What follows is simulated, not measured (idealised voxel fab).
Process module, titled voxel self aligned contacts
Cross-section cut: width 155 nm, square cells of 5 nm.
When this document writes out a cross-section, it uses a grid of square cells and lists it as bands, beginning at the top and moving down, with a band standing for one or more rows of cells.
What a band's entry tells you: where the top is and where the bottom is, as heights in nm, and after that what lies inside, material by material from left to right, each with its width in nm. Empty space is written as the word "air", and a single material marked with the word "edge to edge" occupies the band from edge to edge.
Beneath 0, the wafer as received is one material, and that level is where height counting begins. The lowest band goes on downward without a bottom; it is written like "top 0, no bottom".
The two numbers in a width such as "30->40" mark its ends across the band: the first belongs to the top row of cells, the second to the bottom row, and from each row to the next the width moves by the same amount.
Where a step carries "changes: none", the cross-section came out of it unchanged, cell for cell.
The entry "Sealed void list" lists the empty spaces that cover at least 8 cells and have no open path to the top. Each is written as width x height at distance, where the distance is measured from the left edge and all three values are in nm.
On a step's line, text after the settings is the simulator commenting on that step.
"overlay nm" denotes, for a step that has a mask, the displacement of the mask to the right of its planned place, with negative values corresponding to the left.
# Below is the list of planned process steps
1: op RECEIVE | material Si
2: op OXIDIZE | depth nm 5
3: op DIRECTIONAL_DEP | material polySi | thk nm 20
4: op DIRECTIONAL_DEP | material SiN | thk nm 25
5: op MASKED_ETCH | tone cover | mask id GATE | width nm 25 | pitch nm 75 | etch materials SiN | depth nm 25 | overlay nm 0
6: op MASKED_ETCH | tone cover | mask id GATE | width nm 35 | pitch nm 75 | etch materials polySi | depth nm 20 | overlay nm 0
7: op CONFORMAL_DEP | material SiN | thk nm 10
8: op DIRECTIONAL_ETCH | etch materials SiN | depth nm 10
9: op FILL_DEP | material SiO2 | thk nm 15
10: op CMP | height nm 50
11: op DIRECTIONAL_DEP | material aC | thk nm 10
12: op PATTERN | tone open | mask id CONTACT | material resist | width nm 60 | thk nm 25 | overlay nm 0
13: op DIRECTIONAL_ETCH | etch materials aC | depth nm 10
14: op STRIP | etch materials resist
15: op DIRECTIONAL_ETCH | etch materials SiO2 | depth nm 55
16: op STRIP | etch materials aC
17: op CONFORMAL_DEP | material TiN | thk nm 5
18: op FILL_DEP | material W | thk nm 5
19: op CMP | height nm 50
20: op CONFORMAL_DEP | material SiCN | thk nm 5
Among the wafers covered here, the point of difference is the width nm at step 5; their starting state is shared, and the plan presents the value of the first wafer.
# first wafer as received, after step 1
> top 0, no bottom = Si edge to edge
> Sealed void list: none
# Below, a row for every wafer. Read it as the end-of-module picture: for each material the wafer shows its cells gained (+) or lost (-) since it was received, and then its closed voids
width nm 25; -31 Si; +31 SiCN; +122 SiN; +101 SiO2; +32 TiN; +30 W; +56 polySi; Sealed void list: none
width nm 30; -31 Si; +31 SiCN; +132 SiN; +96 SiO2; +32 TiN; +25 W; +56 polySi; Sealed void list: none
width nm 35; -31 Si; +31 SiCN; +142 SiN; +91 SiO2; +32 TiN; +20 W; +56 polySi; Sealed void list: none
width nm 40; -31 Si; +31 SiCN; +152 SiN; +83 SiO2; +32 TiN; +10 W; +64 polySi; Sealed void list: none
width nm 45; -31 Si; +31 SiCN; +162 SiN; +75 SiO2; +32 TiN; +72 polySi; Sealed void list: none
width nm 50; -31 Si; +31 SiCN; +172 SiN; +67 SiO2; +22 TiN; +80 polySi; Sealed void list: none
